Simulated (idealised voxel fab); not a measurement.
process module | voxel fin reveal
cross-section cut | 270 nm wide | cells 5 nm
A cross-section is a grid of square cells, given in bands from the top down. A band is one or more rows of cells.
Each band's line starts with the height of the band's top and of its bottom, in nm. Then come its materials from left to right, each with its width in nm. One material with "throughout" fills the band from edge to edge. "air" is empty space.
Height 0 is the level under which the wafer as received is all one material. The lowest band goes on downwards, as in "0 down".
A width such as "30 to 40" changes by the same amount from each row of cells to the next, from the band's top row to its bottom row.
"no change" after a step means that no cell of the cross-section changed.
closed voids: empty space of 8 cells or more with no open way to the top, each as width x height at its distance from the left edge, in nm
after a step's settings: what the simulator itself notes on the step
overlay nm, on a step with a mask: how far to the right of its planned place the mask lay; to the left if negative
plan
1 op RECEIVE | material Si
2 op CONFORMAL_DEP | material SiN | thk nm 5
3 op PATTERN | tone cover | mask id FINS | material resist | width nm 15 | pitch nm 45 | thk nm 20 | overlay nm 0
4 op DIRECTIONAL_ETCH | etch materials SiN | depth nm 5
5 op DIRECTIONAL_ETCH | etch materials Si | depth nm 30
6 op STRIP | etch materials resist
7 op FILL_DEP | material SiO2 | thk nm 15
8 op CMP | height nm 5
9 op SELECTIVE_ETCH | etch materials SiO2 | depth nm 15
10 op STRIP | etch materials SiN
11 op CONFORMAL_DEP | material HfO2 | thk nm 5
as received, after step 1
  0 down: Si throughout
  closed voids: none
a wafer at the end: this start, this plan, one mistake
  0 to -10: air 80 | Si 15 | air 30 | Si 15 | air 30 | Si 15 | air 85
  -10 to -30: SiO2 80 | Si 15 | SiO2 30 | Si 15 | SiO2 30 | Si 15 | SiO2 85
  -30 down: Si throughout
  closed voids: none
what went wrong: step 11 was left out
